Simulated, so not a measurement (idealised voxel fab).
The process module presented herein is designated voxel wiring stack.
Cross-sectional view cut (width: 285 nm; square cell size: 5 nm).
How to read a cross-section here: the picture is a grid of square cells, written as bands going from the top down, and any band can span one or more rows of cells. Top, bottom (nm), then materials left to right with widths (nm); lone material tagged "edge to edge" fills the whole band edge to edge; "blank" = empty space. Where do heights start? At 0: under that level the wafer as delivered is made of one material only. And the lowest band has no floor; it just carries on downward, as in "0 -> down". So if you see something like "30->40" for the width, read it as the top row of the band sitting at the first number and the bottom row at the second, with every row in between moving by the same amount as the last. "nothing got changed" -> step changed no cross-section cell. You'll see "Enclosed cavity list" listing empty spaces that have no way open to the top, as long as they're 8 cells or more; the notation is width x height at distance, where the distance is from the left edge, and all of it is in nm. Step line, after settings: the simulator's comment on this step. overlay nm: for a step with a mask, the amount by which the mask lay right of where it was planned; a negative amount means left of it.

Below is the list of planned process steps:
step 1: RECEIVE | material Si
step 2: CONFORMAL_DEP | material SiO2 | thk nm 15
step 3: DIRECTIONAL_DEP | material TiN | thk nm 5
step 4: DIRECTIONAL_DEP | material Ru | thk nm 15
step 5: MASKED_ETCH | tone cover | mask id METAL_1 | width nm 20 | pitch nm 40 | etch materials Ru | depth nm 15 | overlay nm 0
step 6: MASKED_ETCH | tone cover | mask id METAL_1 | width nm 20 | pitch nm 40 | etch materials TiN | depth nm 5 | overlay nm 0
step 7: CONFORMAL_DEP | material SiN | thk nm 5
step 8: FILL_DEP | material SiO2 | thk nm 5
step 9: CMP | height nm 35
step 10: CONFORMAL_DEP | material SiCN | thk nm 5
step 11: DIRECTIONAL_DEP | material SiO2 | thk nm 30
step 12: MASKED_ETCH | tone open | mask id METAL_2 | width nm 20 | pitch nm 40 | etch materials SiO2 | depth nm 20 | overlay nm 0
step 13: MASKED_ETCH | tone open | mask id METAL_2_HOLES | width nm 15 | pitch nm 40 | etch materials SiO2 | depth nm 10 | overlay nm 0
step 14: MASKED_ETCH | tone open | mask id METAL_2_HOLES | width nm 15 | pitch nm 40 | etch materials SiCN | depth nm 5 | overlay nm 0
step 15: CONFORMAL_DEP | material TiN | thk nm 5
step 16: FILL_DEP | material Ru | thk nm 10
step 17: CMP | height nm 70
step 18: CONFORMAL_DEP | material SiCN | thk nm 5

Shown in cross-section is the wafer as received, that is, as it stands after step 1:
* 0 -> down = Si edge to edge
* Enclosed cavity list: none

Run as planned - first of the two wafers cross-sectioned at the end of the module:
* 75 -> 70 = SiCN edge to edge
* 70 -> 55 = SiO2 70 nm, TiN 5 nm, Ru 10 nm, TiN 5 nm, SiO2 20 nm, TiN 5 nm, Ru 10 nm, TiN 5 nm, SiO2 20 nm, TiN 5 nm, Ru 10 nm, TiN 5 nm, SiO2 20 nm, TiN 5 nm, Ru 10 nm, TiN 5 nm, SiO2 75 nm
* 55 -> 50 = SiO2 70 nm, TiN 5 nm, Ru 5 nm, TiN 10 nm, SiO2 20 nm, TiN 5 nm, Ru 5 nm, TiN 10 nm, SiO2 20 nm, TiN 5 nm, Ru 5 nm, TiN 10 nm, SiO2 20 nm, TiN 5 nm, Ru 5 nm, TiN 10 nm, SiO2 75 nm
* 50 -> 40 = SiO2 70 nm, TiN 5 nm, Ru 5 nm, TiN 5 nm, SiO2 25 nm, TiN 5 nm, Ru 5 nm, TiN 5 nm, SiO2 25 nm, TiN 5 nm, Ru 5 nm, TiN 5 nm, SiO2 25 nm, TiN 5 nm, Ru 5 nm, TiN 5 nm, SiO2 80 nm
* 40 -> 35 = SiCN 70 nm, TiN 15 nm, SiCN 25 nm, TiN 15 nm, SiCN 25 nm, TiN 15 nm, SiCN 25 nm, TiN 15 nm, SiCN 80 nm
* 35 -> 20 = SiO2 65 nm, SiN 5 nm, Ru 20 nm, SiN 5 nm, SiO2 10 nm, SiN 5 nm, Ru 20 nm, SiN 5 nm, SiO2 10 nm, SiN 5 nm, Ru 20 nm, SiN 5 nm, SiO2 10 nm, SiN 5 nm, Ru 20 nm, SiN 5 nm, SiO2 70 nm
* 20 -> 15 = SiN 70 nm, TiN 20 nm, SiN 20 nm, TiN 20 nm, SiN 20 nm, TiN 20 nm, SiN 20 nm, TiN 20 nm, SiN 75 nm
* 15 -> 0 = SiO2 edge to edge
* 0 -> down = Si edge to edge
* Enclosed cavity list: none

Wafer two, sectioned after the module: the first wafer's start, the first wafer's plan, and one mistake in how it was run:
* 75 -> 70 = SiCN edge to edge
* 70 -> 55 = SiO2 70 nm, TiN 5 nm, Ru 10 nm, TiN 5 nm, SiO2 20 nm, TiN 5 nm, Ru 10 nm, TiN 5 nm, SiO2 20 nm, TiN 5 nm, Ru 10 nm, TiN 5 nm, SiO2 20 nm, TiN 5 nm, Ru 10 nm, TiN 5 nm, SiO2 75 nm
* 55 -> 50 = SiO2 70 nm, TiN 5 nm, Ru 5 nm, TiN 10 nm, SiO2 20 nm, TiN 5 nm, Ru 5 nm, TiN 10 nm, SiO2 20 nm, TiN 5 nm, Ru 5 nm, TiN 10 nm, SiO2 20 nm, TiN 5 nm, Ru 5 nm, TiN 10 nm, SiO2 75 nm
* 50 -> 40 = SiO2 70 nm, TiN 5 nm, Ru 5 nm, TiN 5 nm, SiO2 25 nm, TiN 5 nm, Ru 5 nm, TiN 5 nm, SiO2 25 nm, TiN 5 nm, Ru 5 nm, TiN 5 nm, SiO2 25 nm, TiN 5 nm, Ru 5 nm, TiN 5 nm, SiO2 80 nm
* 40 -> 35 = SiCN 70 nm, TiN 15 nm, SiCN 25 nm, TiN 15 nm, SiCN 25 nm, TiN 15 nm, SiCN 25 nm, TiN 15 nm, SiCN 80 nm
* 35 -> 25 = Ru 70 nm, SiN 5 nm, SiO2 10 nm, SiN 5 nm, Ru 20 nm, SiN 5 nm, SiO2 10 nm, SiN 5 nm, Ru 20 nm, SiN 5 nm, SiO2 10 nm, SiN 5 nm, Ru 20 nm, SiN 5 nm, SiO2 10 nm, SiN 5 nm, Ru 75 nm
* 25 -> 20 = Ru 70 nm, SiN 20 nm, Ru 20 nm, SiN 20 nm, Ru 20 nm, SiN 20 nm, Ru 20 nm, SiN 20 nm, Ru 75 nm
* 20 -> 15 = TiN edge to edge
* 15 -> 0 = SiO2 edge to edge
* 0 -> down = Si edge to edge
* Enclosed cavity list: none
Run error: off-plan run, step 5, actual operation and settings MASKED_ETCH | tone open | mask id METAL_1 | width nm 20 | pitch nm 40 | etch materials Ru | depth nm 15 | overlay nm 0
Wrapping up, a cell-based count of both wafers puts the second over or under the first for these materials: +75 Ru | -33 SiN | -83 SiO2 | +41 TiN
